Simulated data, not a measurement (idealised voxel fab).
The following process module bears the name voxel tone inversion.
Pictured: cross-section cut, 270 nm wide, on a grid of 5 nm square cells.
This document writes a cross-section as a grid whose cells are square, and gives it as bands, listed from the top down; one or more rows of cells form a band.
A band entry consists of two parts. The first gives the height of the band's top and the height of its bottom, in nm. The rest lists the band's materials from left to right, each with its width in nm. A single material labelled with the word "throughout" fills the band from edge to edge, and the word "blank" marks empty space.
Height is counted from the level 0, under which the received wafer is composed throughout of one material. The lowest of the bands is not closed at the bottom but continues downward, in the notation "0 down".
So if you see something like "30->40" for the width, read it as the top row of the band sitting at the first number and the bottom row at the second, with every row in between moving by the same amount as the last.
"stayed the same", as given for a step, is the statement that not any cell of the cross-section underwent a change during that step.
Each empty space that has no open way to the top and spans at least 8 cells appears under "Sealed void list" as width x height at distance, the distance counted from the left edge, all in nm.
Anything after a step's settings on that line? It's the simulator's own note about the step.
What "overlay nm" on a step's line means: if the step has a mask, that mask lay this far to the right of its planned place, or, when the value is negative, to the left.
**Steps in the process plan**
step 1: RECEIVE | material Si
step 2: CONFORMAL_DEP | material SiCN | thk nm 5
step 3: DIRECTIONAL_DEP | material polySi | thk nm 15
step 4: PATTERN | tone cover | mask id POSTS | material resist | width nm 25 | pitch nm 45 | thk nm 25 | overlay nm 0
step 5: DIRECTIONAL_ETCH | etch materials polySi | depth nm 15
step 6: STRIP | etch materials resist
step 7: FILL_DEP | material lowk | thk nm 5
step 8: CMP | height nm 20
step 9: STRIP | etch materials polySi
**Of two wafers, the first: run according to plan**
**Cross-section: wafer on arrival = after step 1**
  0 down  Si throughout
  Sealed void list: none
**Once step 2 is through, the wafer looks like this in cross-section**
  5 to 0  SiCN throughout
  Below a height of 0, the structure has not been altered.
**Once step 3 is through, the wafer looks like this in cross-section**
  20 to 5  polySi throughout
  Below a height of 5, the structure has not been altered.
**Once step 4 is through, the wafer looks like this in cross-section**
  45 to 20  75 blank; 25 resist; 20 blank; 25 resist; 20 blank; 25 resist; 80 blank
  Below a height of 20, the structure has not been altered.
**Once step 5 is through, the wafer looks like this in cross-section**
  45 to 20  75 blank; 25 resist; 20 blank; 25 resist; 20 blank; 25 resist; 80 blank
  20 to 5  75 blank; 25 polySi; 20 blank; 25 polySi; 20 blank; 25 polySi; 80 blank
  Below a height of 5, the structure has not been altered.
**Once step 6 is through, the wafer looks like this in cross-section**
  20 to 5  75 blank; 25 polySi; 20 blank; 25 polySi; 20 blank; 25 polySi; 80 blank
  Below a height of 5, the structure has not been altered.
**Once step 7 is through, the wafer looks like this in cross-section**
  25 to 20  lowk throughout
  20 to 5  75 lowk; 25 polySi; 20 lowk; 25 polySi; 20 lowk; 25 polySi; 80 lowk
  Below a height of 5, the structure has not been altered.
**Once step 8 is through, the wafer looks like this in cross-section**
  20 to 5  75 lowk; 25 polySi; 20 lowk; 25 polySi; 20 lowk; 25 polySi; 80 lowk
  Below a height of 5, the structure has not been altered.
**Once step 9 is through, the wafer looks like this in cross-section**
  20 to 5  75 lowk; 25 blank; 20 lowk; 25 blank; 20 lowk; 25 blank; 80 lowk
  Below a height of 5, the structure has not been altered.
**Wafer two: like wafer one in start and plan, but with one mistake in execution; identical up to and including step 3**
**Second wafer, section view, time point: scheduled end of step 4**
  45 to 20  85 blank; 25 resist; 20 blank; 25 resist; 20 blank; 25 resist; 70 blank
  Below a height of 20, the structure has not been altered.
**Second wafer, section view, time point: scheduled end of step 5**
  45 to 20  85 blank; 25 resist; 20 blank; 25 resist; 20 blank; 25 resist; 70 blank
  20 to 5  85 blank; 25 polySi; 20 blank; 25 polySi; 20 blank; 25 polySi; 70 blank
  Below a height of 5, the structure has not been altered.
**Second wafer, section view, time point: scheduled end of step 6**
  20 to 5  85 blank; 25 polySi; 20 blank; 25 polySi; 20 blank; 25 polySi; 70 blank
  Below a height of 5, the structure has not been altered.
**Second wafer, section view, time point: scheduled end of step 7**
  25 to 20  lowk throughout
  20 to 5  85 lowk; 25 polySi; 20 lowk; 25 polySi; 20 lowk; 25 polySi; 70 lowk
  Below a height of 5, the structure has not been altered.
**Second wafer, section view, time point: scheduled end of step 8**
  20 to 5  85 lowk; 25 polySi; 20 lowk; 25 polySi; 20 lowk; 25 polySi; 70 lowk
  Below a height of 5, the structure has not been altered.
**Second wafer, section view, time point: scheduled end of step 9**
  20 to 5  85 lowk; 25 blank; 20 lowk; 25 blank; 20 lowk; 25 blank; 70 lowk
  Below a height of 5, the structure has not been altered.
In executing the process, a mistake was made relative to the plan: step 4 changed vs plan, executed as PATTERN | tone cover | mask id POSTS | material resist | width nm 25 | pitch nm 45 | thk nm 25 | overlay nm 10
So at the finish, the second wafer's got exactly as many cells of each material as the first, just not in the same spots.
